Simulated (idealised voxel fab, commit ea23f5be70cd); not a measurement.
Process module heading - voxel ribs on slabs
cross-section cut | 260 nm wide | cells 5 nm
Cross-section spec: square-cell grid; bands listed top down; each band is one or more rows.
It is stipulated that each band's entry specify, in nanometres, the height of the top of the band and then that of its bottom, followed by the materials of the band in left-to-right sequence, each together with its width in nanometres. A single material marked by the word "all across" is understood to fill the band from edge to edge; the word "air" is understood to denote empty space.
Basically, 0 is our baseline, since under it the wafer straight out of the box is all one material. The bottom band has no lower end and keeps on going down, so it looks like "0 -> down".
Read "30->40" as a graded width: first number on top, second number at the bottom, same change between each pair of neighbouring rows.
"left unchanged" means the step left every cell of the cross-section as it was.
Look at "Completely sealed voids" for the closed voids: empty spaces with no open path to the top, sized 8 cells or up. Each is width x height at distance, distance from the left edge, all nm.
after a step's settings: what the simulator itself notes on the step
"overlay nm" denotes, for a step that has a mask, the displacement of the mask to the right of its planned place, with negative values corresponding to the left.
[Process steps (planned)]
| 1 | RECEIVE (material Si) |
| 2 | DIRECTIONAL_DEP (material SiO2; thk nm 30) |
| 3 | DIRECTIONAL_DEP (material polySi; thk nm 15) |
| 4 | DIRECTIONAL_DEP (material aC; thk nm 10) |
| 5 | PATTERN (tone cover; mask id RIB; material resist; width nm 15; thk nm 30; overlay nm 0) |
| 6 | DIRECTIONAL_ETCH (etch materials aC; depth nm 10) |
| 7 | STRIP (etch materials resist) |
| 8 | DIRECTIONAL_ETCH (etch materials polySi; depth nm 10) |
| 9 | STRIP (etch materials aC) |
| 10 | MASKED_ETCH (tone cover; mask id SLAB; width nm 75; etch materials polySi; depth nm 5; overlay nm 0) |
| 11 | FILL_DEP (material SiO2; thk nm 15) |
| 12 | CMP (height nm 55) |
| 13 | DIRECTIONAL_DEP (material W; thk nm 10) |
| 14 | DIRECTIONAL_DEP (material aC; thk nm 15) |
| 15 | PATTERN (tone cover; mask id HEATER; material resist; width nm 25; thk nm 30; overlay nm 0) |
| 16 | DIRECTIONAL_ETCH (etch materials aC; depth nm 15) |
| 17 | STRIP (etch materials resist) |
| 18 | DIRECTIONAL_ETCH (etch materials W; depth nm 10) |
| 19 | STRIP (etch materials aC) |
| 20 | CONFORMAL_DEP (material SiN; thk nm 5) |
[Cross-sectional view of the wafer in its as-received condition, corresponding to the state after step 1]
0 -> down | Si all across
Completely sealed voids: none
[The first of the two wafers as seen in cross-section once the module was finished; processing followed the plan]
70 -> 65 | 110 air, then 35 SiN, then 115 air
65 -> 60 | 110 air, then 5 SiN, then 25 W, then 5 SiN, then 115 air
60 -> 55 | 115 SiN, then 25 W, then 120 SiN
55 -> 45 | SiO2 all across
45 -> 35 | 120 SiO2, then 15 polySi, then 125 SiO2
35 -> 30 | 90 SiO2, then 75 polySi, then 95 SiO2
30 -> 0 | SiO2 all across
0 -> down | Si all across
Completely sealed voids: none
[Cross-section of the latter of the two wafers at module completion. It had an identical start and an identical plan to the former; in running it, one mistake was made]
65 -> 55 | 115 air, then 25 W, then 120 air
55 -> 45 | SiO2 all across
45 -> 35 | 120 SiO2, then 15 polySi, then 125 SiO2
35 -> 30 | 90 SiO2, then 75 polySi, then 95 SiO2
30 -> 0 | SiO2 all across
0 -> down | Si all across
Completely sealed voids: none
Here's what went sideways: plan step 20 skipped
The closing comparison, in cells, has the second wafer with more or fewer of some materials than the first: -56 SiN
